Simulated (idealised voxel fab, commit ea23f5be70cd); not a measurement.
The name of this process module is voxel wiring stack.
Pictured: cross-section cut, 285 nm wide, on a grid of 5 nm square cells.
In this document a cross-section is written as a grid of square cells. It is given as a series of bands, listed from the top down, and a band is one or more rows of cells. Band: top height; bottom height; in nm. Then, left to right: material with width in nm, for each material. "all across": a single material spanning edge to edge. "empty": empty space. Heights are reckoned from 0. Under this level, the received wafer is all of one material. The bottommost band is open-ended downward, for example "0 down". Graded width ("30->40"): value in top row of band = first number; value in bottom row = second number; row-to-row change constant. "nothing changed", as given for a step, is the statement that not any cell of the cross-section underwent a change during that step. For the entry "Catalogued sealed voids", the listed items are empty spaces with no open way to the top whose size is 8 cells or more; each item follows the pattern width x height at distance, where distance is from the left edge and all three are in nm. Past the settings on a step's line: simulator remark, on that step. overlay nm, on a step with a mask: how far to the right of its planned place the mask lay; to the left if negative. Structure of the following material. The material consists of pairs of cross-sections. Each pair comprises the cross-section before one process step and the cross-section after that step, the latter shown only down to the lowest band that changed. The step between the cross-sections is specified beneath each pair, including its settings. Pairs are not necessarily consecutive: they may derive from different runs of this module performed on the same starting wafer. Continuity with the pair above is to be assumed only where the entry headed "Pre-step section" of the pair in question states it.

Pre-step section:
- 30 to 15 | lowk all across
- 15 to 0 | SiO2 all across
- 0 down | Si all across
- Catalogued sealed voids: none

Section, Post-Step:
- 35 to 30 | SiCN all across
- Below 30, the layers are the same as they were.
- Catalogued sealed voids: none
Operation between the pre and post cross-sections above: CONFORMAL_DEP with material SiCN, thk nm 5

Pre-step section: Reference is made to the cross-section shown after the step in the pair directly above, which represents the state prior to this step.

Section, Post-Step:
- 45 to 35 | aC all across
- Below 35, the layers are the same as they were.
- Catalogued sealed voids: none
Operation between the pre and post cross-sections above: DIRECTIONAL_DEP with material aC, thk nm 10

Pre-step section: Reference is made to the cross-section shown after the step in the pair directly above, which represents the state prior to this step.

Section, Post-Step:
- 75 to 45 | resist 80 | empty 20 | resist 30 | empty 20 | resist 30 | empty 20 | resist 85
- Below 45, the layers are the same as they were.
- Catalogued sealed voids: none
Operation between the pre and post cross-sections above: PATTERN with tone open, mask id METAL_1, material resist, width nm 20, pitch nm 50, thk nm 30, overlay nm 0

Pre-step section: Reference is made to the cross-section shown after the step in the pair directly above, which represents the state prior to this step.

Section, Post-Step:
- 65 to 45 | resist 80 | empty 20 | resist 30 | empty 20 | resist 30 | empty 20 | resist 85
- 45 to 35 | aC 80 | empty 20 | aC 30 | empty 20 | aC 30 | empty 20 | aC 85
- Below 35, the layers are the same as they were.
- Catalogued sealed voids: none
Operation between the pre and post cross-sections above: DIRECTIONAL_ETCH with etch materials aC, depth nm 10

Pre-step section: Reference is made to the cross-section shown after the step in the pair directly above, which represents the state prior to this step.

Section, Post-Step:
- 45 to 35 | aC 80 | empty 20 | aC 30 | empty 20 | aC 30 | empty 20 | aC 85
- Below 35, the layers are the same as they were.
- Catalogued sealed voids: none
Operation between the pre and post cross-sections above: STRIP with etch materials resist

Pre-step section: Reference is made to the cross-section shown after the step in the pair directly above, which represents the state prior to this step.

Section, Post-Step:
- 45 to 35 | aC 80 | empty 20 | aC 30 | empty 20 | aC 30 | empty 20 | aC 85
- 35 to 30 | SiCN 80 | empty 20 | SiCN 30 | empty 20 | SiCN 30 | empty 20 | SiCN 85
- Below 30, the layers are the same as they were.
- Catalogued sealed voids: none
Operation between the pre and post cross-sections above: DIRECTIONAL_ETCH with etch materials SiCN, depth nm 5

Pre-step section: Reference is made to the cross-section shown after the step in the pair directly above, which represents the state prior to this step.

Section, Post-Step:
- 35 to 30 | SiCN 80 | empty 20 | SiCN 30 | empty 20 | SiCN 30 | empty 20 | SiCN 85
- Below 30, the layers are the same as they were.
- Catalogued sealed voids: none
Operation between the pre and post cross-sections above: STRIP with etch materials aC

Pre-step section: Reference is made to the cross-section shown after the step in the pair directly above, which represents the state prior to this step.

Section, Post-Step:
- 40 to 35 | TiN 85 | empty 10 | TiN 40 | empty 10 | TiN 40 | empty 10 | TiN 90
- 35 to 30 | SiCN 80 | TiN 20 | SiCN 30 | TiN 20 | SiCN 30 | TiN 20 | SiCN 85
- Below 30, the layers are the same as they were.
- Catalogued sealed voids: none
Operation between the pre and post cross-sections above: CONFORMAL_DEP with material TiN, thk nm 5

Pre-step section: Reference is made to the cross-section shown after the step in the pair directly above, which represents the state prior to this step.

Section, Post-Step:
- 50 to 40 | Cu all across
- 40 to 35 | TiN 85 | Cu 10 | TiN 40 | Cu 10 | TiN 40 | Cu 10 | TiN 90
- Below 35, the layers are the same as they were.
- Catalogued sealed voids: none
Operation between the pre and post cross-sections above: FILL_DEP with material Cu, thk nm 10

Pre-step section: Reference is made to the cross-section shown after the step in the pair directly above, which represents the state prior to this step.

Section, Post-Step:
- 35 to 30 | SiCN 80 | TiN 20 | SiCN 30 | TiN 20 | SiCN 30 | TiN 20 | SiCN 85
- Below 30, the layers are the same as they were.
- Catalogued sealed voids: none
Operation between the pre and post cross-sections above: CMP with height nm 35

Pre-step section: Reference is made to the cross-section shown after the step in the pair directly above, which represents the state prior to this step.

Section, Post-Step:
- 40 to 35 | SiCN all across
- Below 35, the layers are the same as they were.
- Catalogued sealed voids: none
Operation between the pre and post cross-sections above: CONFORMAL_DEP with material SiCN, thk nm 5

Pre-step section: Reference is made to the cross-section shown after the step in the pair directly above, which represents the state prior to this step.

Section, Post-Step:
- 70 to 40 | lowk all across
- Below 40, the layers are the same as they were.
- Catalogued sealed voids: none
Operation between the pre and post cross-sections above: DIRECTIONAL_DEP with material lowk, thk nm 30

Pre-step section: Reference is made to the cross-section shown after the step in the pair directly above, which represents the state prior to this step.

Section, Post-Step:
- 85 to 70 | resist 80 | empty 15 | resist 35 | empty 15 | resist 35 | empty 15 | resist 90
- Below 70, the layers are the same as they were.
- Catalogued sealed voids: none
Operation between the pre and post cross-sections above: PATTERN with tone open, mask id METAL_2_HOLES, material resist, width nm 15, pitch nm 50, thk nm 15, overlay nm 0

Pre-step section: Reference is made to the cross-section shown after the step in the pair directly above, which represents the state prior to this step.

Section, Post-Step:
- 85 to 70 | resist 80 | empty 15 | resist 35 | empty 15 | resist 35 | empty 15 | resist 90
- 70 to 40 | lowk 80 | empty 15 | lowk 35 | empty 15 | lowk 35 | empty 15 | lowk 90
- Below 40, the layers are the same as they were.
- Catalogued sealed voids: none
Operation between the pre and post cross-sections above: DIRECTIONAL_ETCH with etch materials lowk, depth nm 30

Pre-step section: Reference is made to the cross-section shown after the step in the pair directly above, which represents the state prior to this step.

Section, Post-Step:
- 70 to 40 | lowk 80 | empty 15 | lowk 35 | empty 15 | lowk 35 | empty 15 | lowk 90
- Below 40, the layers are the same as they were.
- Catalogued sealed voids: none
Operation between the pre and post cross-sections above: STRIP with etch materials resist

Pre-step section: Reference is made to the cross-section shown after the step in the pair directly above, which represents the state prior to this step.

Section, Post-Step:
- 85 to 70 | aC 80 | empty 15 | aC 35 | empty 15 | aC 35 | empty 15 | aC 90
- 70 to 55 | lowk 80 | empty 15 | lowk 35 | empty 15 | lowk 35 | empty 15 | lowk 90
- 55 to 40 | lowk 80 | aC 15 | lowk 35 | aC 15 | lowk 35 | aC 15 | lowk 90
- Below 40, the layers are the same as they were.
- Catalogued sealed voids: none
Operation between the pre and post cross-sections above: DIRECTIONAL_DEP with material aC, thk nm 15

Pre-step section: Reference is made to the cross-section shown after the step in the pair directly above, which represents the state prior to this step.

Section, Post-Step:
- 120 to 85 | resist 80 | empty 20 | resist 30 | empty 20 | resist 30 | empty 20 | resist 85
- Below 85, the layers are the same as they were.
- Catalogued sealed voids: none
Operation between the pre and post cross-sections above: PATTERN with tone open, mask id METAL_2, material resist, width nm 20, pitch nm 50, thk nm 35, overlay nm 0

Pre-step section: Reference is made to the cross-section shown after the step in the pair directly above, which represents the state prior to this step.

Section, Post-Step:
- 105 to 85 | resist 80 | empty 20 | resist 30 | empty 20 | resist 30 | empty 20 | resist 85
- 85 to 70 | aC 80 | empty 20 | aC 30 | empty 20 | aC 30 | empty 20 | aC 85
- 70 to 40 | lowk 80 | empty 15 | lowk 35 | empty 15 | lowk 35 | empty 15 | lowk 90
- Below 40, the layers are the same as they were.
- Catalogued sealed voids: none
Operation between the pre and post cross-sections above: DIRECTIONAL_ETCH with etch materials aC, depth nm 15

Pre-step section: Reference is made to the cross-section shown after the step in the pair directly above, which represents the state prior to this step.

Section, Post-Step:
- 85 to 70 | aC 80 | empty 20 | aC 30 | empty 20 | aC 30 | empty 20 | aC 85
- Below 70, the layers are the same as they were.
- Catalogued sealed voids: none
Operation between the pre and post cross-sections above: STRIP with etch materials resist

Pre-step section: Reference is made to the cross-section shown after the step in the pair directly above, which represents the state prior to this step.

Section, Post-Step:
- 85 to 70 | aC 80 | empty 20 | aC 30 | empty 20 | aC 30 | empty 20 | aC 85
- 70 to 55 | lowk 80 | empty 20 | lowk 30 | empty 20 | lowk 30 | empty 20 | lowk 85
- Below 55, the layers are the same as they were.
- Catalogued sealed voids: none
Operation between the pre and post cross-sections above: DIRECTIONAL_ETCH with etch materials lowk, depth nm 15

Pre-step section: Reference is made to the cross-section shown after the step in the pair directly above, which represents the state prior to this step.

Section, Post-Step:
- 85 to 70 | aC 80 | empty 20 | aC 30 | empty 20 | aC 30 | empty 20 | aC 85
- 70 to 55 | lowk 80 | empty 20 | lowk 30 | empty 20 | lowk 30 | empty 20 | lowk 85
- 55 to 40 | lowk 80 | empty 15 | lowk 35 | empty 15 | lowk 35 | empty 15 | lowk 90
- 40 to 35 | SiCN 80 | empty 15 | SiCN 35 | empty 15 | SiCN 35 | empty 15 | SiCN 90
- Below 35, the layers are the same as they were.
- Catalogued sealed voids: none
Operation between the pre and post cross-sections above: DIRECTIONAL_ETCH with etch materials SiCN, depth nm 5

Pre-step section: Reference is made to the cross-section shown after the step in the pair directly above, which represents the state prior to this step.

Section, Post-Step:
- 70 to 55 | lowk 80 | empty 20 | lowk 30 | empty 20 | lowk 30 | empty 20 | lowk 85
- Below 55, the layers are the same as they were.
- Catalogued sealed voids: none
Operation between the pre and post cross-sections above: STRIP with etch materials aC

Pre-step section: Reference is made to the cross-section shown after the step in the pair directly above, which represents the state prior to this step.

Section, Post-Step:
- 75 to 70 | TiN 85 | empty 10 | TiN 40 | empty 10 | TiN 40 | empty 10 | TiN 90
- 70 to 60 | lowk 80 | TiN 5 | empty 10 | TiN 5 | lowk 30 | TiN 5 | empty 10 | TiN 5 | lowk 30 | TiN 5 | empty 10 | TiN 5 | lowk 85
- 60 to 55 | lowk 80 | TiN 5 | empty 5 | TiN 10 | lowk 30 | TiN 5 | empty 5 | TiN 10 | lowk 30 | TiN 5 | empty 5 | TiN 10 | lowk 85
- 55 to 40 | lowk 80 | TiN 5 | empty 5 | TiN 5 | lowk 35 | TiN 5 | empty 5 | TiN 5 | lowk 35 | TiN 5 | empty 5 | TiN 5 | lowk 90
- 40 to 30 | SiCN 80 | TiN 15->20 | SiCN 35->30 | TiN 15->20 | SiCN 35->30 | TiN 15->20 | SiCN 90->85
- Below 30, the layers are the same as they were.
- Catalogued sealed voids: none
Operation between the pre and post cross-sections above: CONFORMAL_DEP with material TiN, thk nm 5

Pre-step section: Reference is made to the cross-section shown after the step in the pair directly above, which represents the state prior to this step.

Section, Post-Step:
- 80 to 75 | Cu all across
- 75 to 70 | TiN 85 | Cu 10 | TiN 40 | Cu 10 | TiN 40 | Cu 10 | TiN 90
- 70 to 60 | lowk 80 | TiN 5 | Cu 10 | TiN 5 | lowk 30 | TiN 5 | Cu 10 | TiN 5 | lowk 30 | TiN 5 | Cu 10 | TiN 5 | lowk 85
- 60 to 55 | lowk 80 | TiN 5 | Cu 5 | TiN 10 | lowk 30 | TiN 5 | Cu 5 | TiN 10 | lowk 30 | TiN 5 | Cu 5 | TiN 10 | lowk 85
- 55 to 40 | lowk 80 | TiN 5 | Cu 5 | TiN 5 | lowk 35 | TiN 5 | Cu 5 | TiN 5 | lowk 35 | TiN 5 | Cu 5 | TiN 5 | lowk 90
- Below 40, the layers are the same as they were.
- Catalogued sealed voids: none
Operation between the pre and post cross-sections above: FILL_DEP with material Cu, thk nm 5

Pre-step section: Reference is made to the cross-section shown after the step in the pair directly above, which represents the state prior to this step.

Section, Post-Step:
- 70 to 60 | lowk 80 | TiN 5 | Cu 10 | TiN 5 | lowk 30 | TiN 5 | Cu 10 | TiN 5 | lowk 30 | TiN 5 | Cu 10 | TiN 5 | lowk 85
- Below 60, the layers are the same as they were.
- Catalogued sealed voids: none
Operation between the pre and post cross-sections above: CMP with height nm 70

Pre-step section: Reference is made to the cross-section shown after the step in the pair directly above, which represents the state prior to this step.

Section, Post-Step:
- 75 to 70 | SiCN all across
- Below 70, the layers are the same as they were.
- Catalogued sealed voids: none
Operation between the pre and post cross-sections above: CONFORMAL_DEP with material SiCN, thk nm 5

Pre-step section:
- 40 to 35 | SiCN all across
- 35 to 20 | lowk 80 | TiN 5 | Cu 10 | TiN 5 | lowk 30 | TiN 5 | Cu 10 | TiN 5 | lowk 30 | TiN 5 | Cu 10 | TiN 5 | lowk 85
- 20 to 15 | SiCN 80 | TiN 20 | SiCN 30 | TiN 20 | SiCN 30 | TiN 20 | SiCN 85
- 15 to 0 | SiO2 all across
- 0 down | Si all across
- Catalogued sealed voids: none

Section, Post-Step:
- 60 to 40 | lowk all across
- Below 40, the layers are the same as they were.
- Catalogued sealed voids: none
Operation between the pre and post cross-sections above: DIRECTIONAL_DEP with material lowk, thk nm 20

Pre-step section: Reference is made to the cross-section shown after the step in the pair directly above, which represents the state prior to this step.

Section, Post-Step:
- 75 to 60 | resist 80 | empty 15 | resist 35 | empty 15 | resist 35 | empty 15 | resist 90
- Below 60, the layers are the same as they were.
- Catalogued sealed voids: none
Operation between the pre and post cross-sections above: PATTERN with tone open, mask id METAL_2_HOLES, material resist, width nm 15, pitch nm 50, thk nm 15, overlay nm 0

Pre-step section: Reference is made to the cross-section shown after the step in the pair directly above, which represents the state prior to this step.

Section, Post-Step:
- 75 to 60 | resist 80 | empty 15 | resist 35 | empty 15 | resist 35 | empty 15 | resist 90
- 60 to 40 | lowk 80 | empty 15 | lowk 35 | empty 15 | lowk 35 | empty 15 | lowk 90
- Below 40, the layers are the same as they were.
- Catalogued sealed voids: none
Operation between the pre and post cross-sections above: DIRECTIONAL_ETCH with etch materials lowk, depth nm 30

Pre-step section: Reference is made to the cross-section shown after the step in the pair directly above, which represents the state prior to this step.

Section, Post-Step:
- 60 to 40 | lowk 80 | empty 15 | lowk 35 | empty 15 | lowk 35 | empty 15 | lowk 90
- Below 40, the layers are the same as they were.
- Catalogued sealed voids: none
Operation between the pre and post cross-sections above: STRIP with etch materials resist

Pre-step section: Reference is made to the cross-section shown after the step in the pair directly above, which represents the state prior to this step.

Section, Post-Step:
- 75 to 60 | aC 80 | empty 15 | aC 35 | empty 15 | aC 35 | empty 15 | aC 90
- 60 to 55 | lowk 80 | empty 15 | lowk 35 | empty 15 | lowk 35 | empty 15 | lowk 90
- 55 to 40 | lowk 80 | aC 15 | lowk 35 | aC 15 | lowk 35 | aC 15 | lowk 90
- Below 40, the layers are the same as they were.
- Catalogued sealed voids: none
Operation between the pre and post cross-sections above: DIRECTIONAL_DEP with material aC, thk nm 15

Pre-step section: Reference is made to the cross-section shown after the step in the pair directly above, which represents the state prior to this step.

Section, Post-Step:
- 110 to 75 | resist 80 | empty 20 | resist 30 | empty 20 | resist 30 | empty 20 | resist 85
- Below 75, the layers are the same as they were.
- Catalogued sealed voids: none
Operation between the pre and post cross-sections above: PATTERN with tone open, mask id METAL_2, material resist, width nm 20, pitch nm 50, thk nm 35, overlay nm 0

Pre-step section: Reference is made to the cross-section shown after the step in the pair directly above, which represents the state prior to this step.

Section, Post-Step:
- 95 to 75 | resist 80 | empty 20 | resist 30 | empty 20 | resist 30 | empty 20 | resist 85
- 75 to 60 | aC 80 | empty 20 | aC 30 | empty 20 | aC 30 | empty 20 | aC 85
- 60 to 40 | lowk 80 | empty 15 | lowk 35 | empty 15 | lowk 35 | empty 15 | lowk 90
- Below 40, the layers are the same as they were.
- Catalogued sealed voids: none
Operation between the pre and post cross-sections above: DIRECTIONAL_ETCH with etch materials aC, depth nm 15

Pre-step section: Reference is made to the cross-section shown after the step in the pair directly above, which represents the state prior to this step.

Section, Post-Step:
- 75 to 60 | aC 80 | empty 20 | aC 30 | empty 20 | aC 30 | empty 20 | aC 85
- Below 60, the layers are the same as they were.
- Catalogued sealed voids: none
Operation between the pre and post cross-sections above: STRIP with etch materials resist

Pre-step section: Reference is made to the cross-section shown after the step in the pair directly above, which represents the state prior to this step.

Section, Post-Step:
- 75 to 60 | aC 80 | empty 20 | aC 30 | empty 20 | aC 30 | empty 20 | aC 85
- 60 to 45 | lowk 80 | empty 20 | lowk 30 | empty 20 | lowk 30 | empty 20 | lowk 85
- Below 45, the layers are the same as they were.
- Catalogued sealed voids: none
Operation between the pre and post cross-sections above: DIRECTIONAL_ETCH with etch materials lowk, depth nm 15

Pre-step section: Reference is made to the cross-section shown after the step in the pair directly above, which represents the state prior to this step.

Section, Post-Step:
- 75 to 60 | aC 80 | empty 20 | aC 30 | empty 20 | aC 30 | empty 20 | aC 85
- 60 to 45 | lowk 80 | empty 20 | lowk 30 | empty 20 | lowk 30 | empty 20 | lowk 85
- 45 to 40 | lowk 80 | empty 15 | lowk 35 | empty 15 | lowk 35 | empty 15 | lowk 90
- 40 to 35 | SiCN 80 | empty 15 | SiCN 35 | empty 15 | SiCN 35 | empty 15 | SiCN 90
- Below 35, the layers are the same as they were.
- Catalogued sealed voids: none
Operation between the pre and post cross-sections above: DIRECTIONAL_ETCH with etch materials SiCN, depth nm 5

Pre-step section: Reference is made to the cross-section shown after the step in the pair directly above, which represents the state prior to this step.

Section, Post-Step:
- 60 to 45 | lowk 80 | empty 20 | lowk 30 | empty 20 | lowk 30 | empty 20 | lowk 85
- Below 45, the layers are the same as they were.
- Catalogued sealed voids: none
Operation between the pre and post cross-sections above: STRIP with etch materials aC

Pre-step section: Reference is made to the cross-section shown after the step in the pair directly above, which represents the state prior to this step.

Section, Post-Step:
- 65 to 60 | TiN 85 | empty 10 | TiN 40 | empty 10 | TiN 40 | empty 10 | TiN 90
- 60 to 50 | lowk 80 | TiN 5 | empty 10 | TiN 5 | lowk 30 | TiN 5 | empty 10 | TiN 5 | lowk 30 | TiN 5 | empty 10 | TiN 5 | lowk 85
- 50 to 40 | lowk 80 | TiN 5 | empty 5 | TiN 10->5 | lowk 30->35 | TiN 5 | empty 5 | TiN 10->5 | lowk 30->35 | TiN 5 | empty 5 | TiN 10->5 | lowk 85->90
- 40 to 35 | SiCN 80 | TiN 15 | SiCN 35 | TiN 15 | SiCN 35 | TiN 15 | SiCN 90
- Below 35, the layers are the same as they were.
- Catalogued sealed voids: none
Operation between the pre and post cross-sections above: CONFORMAL_DEP with material TiN, thk nm 5

Pre-step section: Reference is made to the cross-section shown after the step in the pair directly above, which represents the state prior to this step.

Section, Post-Step:
- 70 to 65 | Cu all across
- 65 to 60 | TiN 85 | Cu 10 | TiN 40 | Cu 10 | TiN 40 | Cu 10 | TiN 90
- 60 to 50 | lowk 80 | TiN 5 | Cu 10 | TiN 5 | lowk 30 | TiN 5 | Cu 10 | TiN 5 | lowk 30 | TiN 5 | Cu 10 | TiN 5 | lowk 85
- 50 to 40 | lowk 80 | TiN 5 | Cu 5 | TiN 10->5 | lowk 30->35 | TiN 5 | Cu 5 | TiN 10->5 | lowk 30->35 | TiN 5 | Cu 5 | TiN 10->5 | lowk 85->90
- Below 40, the layers are the same as they were.
- Catalogued sealed voids: none
Operation between the pre and post cross-sections above: FILL_DEP with material Cu, thk nm 5

Pre-step section: Reference is made to the cross-section shown after the step in the pair directly above, which represents the state prior to this step.

Section, Post-Step:
- 75 to 70 | SiCN all across
- Below 70, the layers are the same as they were.
- Catalogued sealed voids: none
Operation between the pre and post cross-sections above: CONFORMAL_DEP with material SiCN, thk nm 5

Pre-step section:
- 70 to 40 | lowk all across
- 40 to 35 | SiCN all across
- 35 to 20 | lowk 80 | TiN 5 | Cu 10 | TiN 5 | lowk 30 | TiN 5 | Cu 10 | TiN 5 | lowk 30 | TiN 5 | Cu 10 | TiN 5 | lowk 85
- 20 to 15 | SiCN 80 | TiN 20 | SiCN 30 | TiN 20 | SiCN 30 | TiN 20 | SiCN 85
- 15 to 0 | SiO2 all across
- 0 down | Si all across
- Catalogued sealed voids: none

Section, Post-Step:
- 85 to 70 | resist 75 | empty 25 | resist 25 | empty 25 | resist 25 | empty 25 | resist 85
- Below 70, the layers are the same as they were.
- Catalogued sealed voids: none
Operation between the pre and post cross-sections above: PATTERN with tone open, mask id METAL_2_HOLES, material resist, width nm 25, pitch nm 50, thk nm 15, overlay nm 0

Pre-step section: Reference is made to the cross-section shown after the step in the pair directly above, which represents the state prior to this step.

Section, Post-Step:
- 85 to 70 | resist 75 | empty 25 | resist 25 | empty 25 | resist 25 | empty 25 | resist 85
- 70 to 40 | lowk 75 | empty 25 | lowk 25 | empty 25 | lowk 25 | empty 25 | lowk 85
- Below 40, the layers are the same as they were.
- Catalogued sealed voids: none
Operation between the pre and post cross-sections above: DIRECTIONAL_ETCH with etch materials lowk, depth nm 30

Pre-step section: Reference is made to the cross-section shown after the step in the pair directly above, which represents the state prior to this step.

Section, Post-Step:
- 70 to 40 | lowk 75 | empty 25 | lowk 25 | empty 25 | lowk 25 | empty 25 | lowk 85
- Below 40, the layers are the same as they were.
- Catalogued sealed voids: none
Operation between the pre and post cross-sections above: STRIP with etch materials resist

Pre-step section: Reference is made to the cross-section shown after the step in the pair directly above, which represents the state prior to this step.

Section, Post-Step:
- 85 to 70 | aC 75 | empty 25 | aC 25 | empty 25 | aC 25 | empty 25 | aC 85
- 70 to 55 | lowk 75 | empty 25 | lowk 25 | empty 25 | lowk 25 | empty 25 | lowk 85
- 55 to 40 | lowk 75 | aC 25 | lowk 25 | aC 25 | lowk 25 | aC 25 | lowk 85
- Below 40, the layers are the same as they were.
- Catalogued sealed voids: none
Operation between the pre and post cross-sections above: DIRECTIONAL_DEP with material aC, thk nm 15

Pre-step section: Reference is made to the cross-section shown after the step in the pair directly above, which represents the state prior to this step.

Section, Post-Step:
- 120 to 85 | resist 80 | empty 20 | resist 30 | empty 20 | resist 30 | empty 20 | resist 85
- 85 to 70 | aC 75 | resist 5 | empty 20 | aC 25 | resist 5 | empty 20 | aC 25 | resist 5 | empty 20 | aC 85
- 70 to 55 | lowk 75 | resist 5 | empty 20 | lowk 25 | resist 5 | empty 20 | lowk 25 | resist 5 | empty 20 | lowk 85
- Below 55, the layers are the same as they were.
- Catalogued sealed voids: none
Operation between the pre and post cross-sections above: PATTERN with tone open, mask id METAL_2, material resist, width nm 20, pitch nm 50, thk nm 35, overlay nm 0

Pre-step section: Reference is made to the cross-section shown after the step in the pair directly above, which represents the state prior to this step.

Section, Post-Step:
- 105 to 85 | resist 80 | empty 20 | resist 30 | empty 20 | resist 30 | empty 20 | resist 85
- 85 to 70 | aC 75 | resist 5 | empty 20 | aC 25 | resist 5 | empty 20 | aC 25 | resist 5 | empty 20 | aC 85
- 70 to 55 | lowk 75 | resist 5 | empty 20 | lowk 25 | resist 5 | empty 20 | lowk 25 | resist 5 | empty 20 | lowk 85
- 55 to 40 | lowk 75 | aC 5 | empty 20 | lowk 25 | aC 5 | empty 20 | lowk 25 | aC 5 | empty 20 | lowk 85
- Below 40, the layers are the same as they were.
- Catalogued sealed voids: none
Operation between the pre and post cross-sections above: DIRECTIONAL_ETCH with etch materials aC, depth nm 15

Pre-step section: Reference is made to the cross-section shown after the step in the pair directly above, which represents the state prior to this step.

Section, Post-Step:
- 85 to 70 | aC 75 | empty 25 | aC 25 | empty 25 | aC 25 | empty 25 | aC 85
- 70 to 55 | lowk 75 | empty 25 | lowk 25 | empty 25 | lowk 25 | empty 25 | lowk 85
- Below 55, the layers are the same as they were.
- Catalogued sealed voids: none
Operation between the pre and post cross-sections above: STRIP with etch materials resist

Pre-step section: Reference is made to the cross-section shown after the step in the pair directly above, which represents the state prior to this step.

Section, Post-Step:
- 85 to 70 | aC 75 | empty 25 | aC 25 | empty 25 | aC 25 | empty 25 | aC 85
- 70 to 55 | lowk 75 | empty 25 | lowk 25 | empty 25 | lowk 25 | empty 25 | lowk 85
- 55 to 40 | lowk 75 | aC 5 | empty 20 | lowk 25 | aC 5 | empty 20 | lowk 25 | aC 5 | empty 20 | lowk 85
- 40 to 35 | SiCN 80 | empty 20 | SiCN 30 | empty 20 | SiCN 30 | empty 20 | SiCN 85
- Below 35, the layers are the same as they were.
- Catalogued sealed voids: none
Operation between the pre and post cross-sections above: DIRECTIONAL_ETCH with etch materials SiCN, depth nm 5

Pre-step section: Reference is made to the cross-section shown after the step in the pair directly above, which represents the state prior to this step.

Section, Post-Step:
- 70 to 40 | lowk 75 | empty 25 | lowk 25 | empty 25 | lowk 25 | empty 25 | lowk 85
- Below 40, the layers are the same as they were.
- Catalogued sealed voids: none
Operation between the pre and post cross-sections above: STRIP with etch materials aC

Pre-step section: Reference is made to the cross-section shown after the step in the pair directly above, which represents the state prior to this step.

Section, Post-Step:
- 75 to 70 | TiN 80 | empty 15 | TiN 35 | empty 15 | TiN 35 | empty 15 | TiN 90
- 70 to 45 | lowk 75 | TiN 5 | empty 15 | TiN 5 | lowk 25 | TiN 5 | empty 15 | TiN 5 | lowk 25 | TiN 5 | empty 15 | TiN 5 | lowk 85
- 45 to 40 | lowk 75 | TiN 10 | empty 10 | TiN 5 | lowk 25 | TiN 10 | empty 10 | TiN 5 | lowk 25 | TiN 10 | empty 10 | TiN 5 | lowk 85
- 40 to 35 | SiCN 80 | TiN 20 | SiCN 30 | TiN 20 | SiCN 30 | TiN 20 | SiCN 85
- Below 35, the layers are the same as they were.
- Catalogued sealed voids: none
Operation between the pre and post cross-sections above: CONFORMAL_DEP with material TiN, thk nm 5

Pre-step section: Reference is made to the cross-section shown after the step in the pair directly above, which represents the state prior to this step.

Section, Post-Step:
- 80 to 75 | Cu all across
- 75 to 70 | TiN 80 | Cu 15 | TiN 35 | Cu 15 | TiN 35 | Cu 15 | TiN 90
- 70 to 45 | lowk 75 | TiN 5 | Cu 15 | TiN 5 | lowk 25 | TiN 5 | Cu 15 | TiN 5 | lowk 25 | TiN 5 | Cu 15 | TiN 5 | lowk 85
- 45 to 40 | lowk 75 | TiN 10 | Cu 10 | TiN 5 | lowk 25 | TiN 10 | Cu 10 | TiN 5 | lowk 25 | TiN 10 | Cu 10 | TiN 5 | lowk 85
- Below 40, the layers are the same as they were.
- Catalogued sealed voids: none
Operation between the pre and post cross-sections above: FILL_DEP with material Cu, thk nm 5

Pre-step section: Reference is made to the cross-section shown after the step in the pair directly above, which represents the state prior to this step.

Section, Post-Step:
- 70 to 45 | lowk 75 | TiN 5 | Cu 15 | TiN 5 | lowk 25 | TiN 5 | Cu 15 | TiN 5 | lowk 25 | TiN 5 | Cu 15 | TiN 5 | lowk 85
- Below 45, the layers are the same as they were.
- Catalogued sealed voids: none
Operation between the pre and post cross-sections above: CMP with height nm 70

Pre-step section: Reference is made to the cross-section shown after the step in the pair directly above, which represents the state prior to this step.

Section, Post-Step:
- 75 to 70 | SiCN all across
- Below 70, the layers are the same as they were.
- Catalogued sealed voids: none
Operation between the pre and post cross-sections above: CONFORMAL_DEP with material SiCN, thk nm 5

Pre-step section:
- 85 to 70 | aC 80 | empty 15 | aC 35 | empty 15 | aC 35 | empty 15 | aC 90
- 70 to 55 | lowk 80 | empty 15 | lowk 35 | empty 15 | lowk 35 | empty 15 | lowk 90
- 55 to 40 | lowk 80 | aC 15 | lowk 35 | aC 15 | lowk 35 | aC 15 | lowk 90
- 40 to 35 | SiCN all across
- 35 to 20 | lowk 80 | TiN 5 | Cu 10 | TiN 5 | lowk 30 | TiN 5 | Cu 10 | TiN 5 | lowk 30 | TiN 5 | Cu 10 | TiN 5 | lowk 85
- 20 to 15 | SiCN 80 | TiN 20 | SiCN 30 | TiN 20 | SiCN 30 | TiN 20 | SiCN 85
- 15 to 0 | SiO2 all across
- 0 down | Si all across
- Catalogued sealed voids: none

Section, Post-Step:
- 120 to 85 | resist 90 | empty 20 | resist 30 | empty 20 | resist 30 | empty 20 | resist 75
- 85 to 70 | aC 80 | resist 10 | empty 5 | aC 35 | resist 10 | empty 5 | aC 35 | resist 10 | empty 5 | aC 90
- 70 to 55 | lowk 80 | resist 10 | empty 5 | lowk 35 | resist 10 | empty 5 | lowk 35 | resist 10 | empty 5 | lowk 90
- Below 55, the layers are the same as they were.
- Catalogued sealed voids: none
Operation between the pre and post cross-sections above: PATTERN with tone open, mask id METAL_2, material resist, width nm 20, pitch nm 50, thk nm 35, overlay nm 10

Pre-step section: Reference is made to the cross-section shown after the step in the pair directly above, which represents the state prior to this step.

Section, Post-Step:
- 105 to 85 | resist 90 | empty 20 | resist 30 | empty 20 | resist 30 | empty 20 | resist 75
- 85 to 70 | aC 80 | resist 10 | empty 20 | aC 20 | resist 10 | empty 20 | aC 20 | resist 10 | empty 20 | aC 75
- 70 to 55 | lowk 80 | resist 10 | empty 5 | lowk 35 | resist 10 | empty 5 | lowk 35 | resist 10 | empty 5 | lowk 90
- 55 to 40 | lowk 80 | aC 10 | empty 5 | lowk 35 | aC 10 | empty 5 | lowk 35 | aC 10 | empty 5 | lowk 90
- Below 40, the layers are the same as they were.
- Catalogued sealed voids: none
Operation between the pre and post cross-sections above: DIRECTIONAL_ETCH with etch materials aC, depth nm 15

Pre-step section: Reference is made to the cross-section shown after the step in the pair directly above, which represents the state prior to this step.

Section, Post-Step:
- 85 to 70 | aC 80 | empty 30 | aC 20 | empty 30 | aC 20 | empty 30 | aC 75
- 70 to 55 | lowk 80 | empty 15 | lowk 35 | empty 15 | lowk 35 | empty 15 | lowk 90
- Below 55, the layers are the same as they were.
- Catalogued sealed voids: none
Operation between the pre and post cross-sections above: STRIP with etch materials resist
